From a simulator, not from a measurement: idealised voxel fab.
A process module follows: voxel trench capacitor.
In the cross-section labelled cut, the width is 245 nm and each square cell is 5 nm.
A cross-section is a grid of square cells, given in bands from the top down. A band is one or more rows of cells. In this notation a band is specified by the heights of its top and bottom, in that order and in nm, after which its materials appear from left to right, each paired with its width in nm. The word "everywhere" attached to a single material means that material fills the band from edge to edge; the word "air" stands for empty space. We count height from 0. Below that, the starting wafer is all one material. The lowest band never ends at the bottom but goes on down; see "0..down" for how that is written. The expression "30..40" gives the width at the extremes of the band, the first number at its top row of cells and the second at its bottom row, with the width changing by equal amounts from each row to the next in between. Given "nothing changed" for a step, no cell of the cross-section differs between before and after that step. "Closed void inventory" - sealed voids, min. 8 cells, no opening to top; format: width x height at distance (distance from left edge; nm throughout). Anything after a step's settings on that line? It's the simulator's own note about the step. Steps that use a mask can have "overlay nm" on their line. It says how far the mask sat to the right of where it was meant to be. Negative means to the left.
PROCESS STEPS - PLAN
1,RECEIVE | material Si
2,CONFORMAL_DEP | material SiN | thk nm 10
3,MASKED_ETCH | tone open | mask id TRENCH | width nm 15 | pitch nm 30 | etch materials SiN | depth nm 10 | overlay nm 0
4,MASKED_ETCH | tone open | mask id TRENCH | width nm 15 | pitch nm 30 | etch materials Si | depth nm 30 | overlay nm 0
5,CONFORMAL_DEP | material Al2O3 | thk nm 5
6,FILL_DEP | material polySi | thk nm 5
7,CMP | height nm 10
INCOMING WAFER IN CROSS-SECTION (STATE: AFTER STEP 1)
* 0..down  Si everywhere
* Closed void inventory: none
FIRST WAFER OF TWO, SECTIONED AT END OF MODULE; RUN WENT PER PLAN
* 10..0  SiN: 70 | Al2O3: 5 | polySi: 5 | Al2O3: 5 | SiN: 15 | Al2O3: 5 | polySi: 5 | Al2O3: 5 | SiN: 15 | Al2O3: 5 | polySi: 5 | Al2O3: 5 | SiN: 15 | Al2O3: 5 | polySi: 5 | Al2O3: 5 | SiN: 70
* 0..-25  Si: 70 | Al2O3: 5 | polySi: 5 | Al2O3: 5 | Si: 15 | Al2O3: 5 | polySi: 5 | Al2O3: 5 | Si: 15 | Al2O3: 5 | polySi: 5 | Al2O3: 5 | Si: 15 | Al2O3: 5 | polySi: 5 | Al2O3: 5 | Si: 70
* -25..-30  Si: 70 | Al2O3: 15 | Si: 15 | Al2O3: 15 | Si: 15 | Al2O3: 15 | Si: 15 | Al2O3: 15 | Si: 70
* -30..down  Si everywhere
* Closed void inventory: none
HERE IS THE SECOND OF THE TWO WAFERS CUT OPEN AT THE END OF THE MODULE - SAME START, SAME PLAN AS THE FIRST ONE, BUT WE MADE ONE MISTAKE RUNNING IT
* 10..5  polySi everywhere
* 5..0  Al2O3: 75 | polySi: 5 | Al2O3: 25 | polySi: 5 | Al2O3: 25 | polySi: 5 | Al2O3: 25 | polySi: 5 | Al2O3: 75
* 0..-25  Si: 70 | Al2O3: 5 | polySi: 5 | Al2O3: 5 | Si: 15 | Al2O3: 5 | polySi: 5 | Al2O3: 5 | Si: 15 | Al2O3: 5 | polySi: 5 | Al2O3: 5 | Si: 15 | Al2O3: 5 | polySi: 5 | Al2O3: 5 | Si: 70
* -25..-30  Si: 70 | Al2O3: 15 | Si: 15 | Al2O3: 15 | Si: 15 | Al2O3: 15 | Si: 15 | Al2O3: 15 | Si: 70
* -30..down  Si everywhere
* Closed void inventory: none
Deviation from plan: execution of step 2 of the plan did not take place, the step having been omitted
End of process, cell counts, second wafer against first, materials with more or fewer: Al2O3: 29 more, SiN: 74 fewer, polySi: 45 more
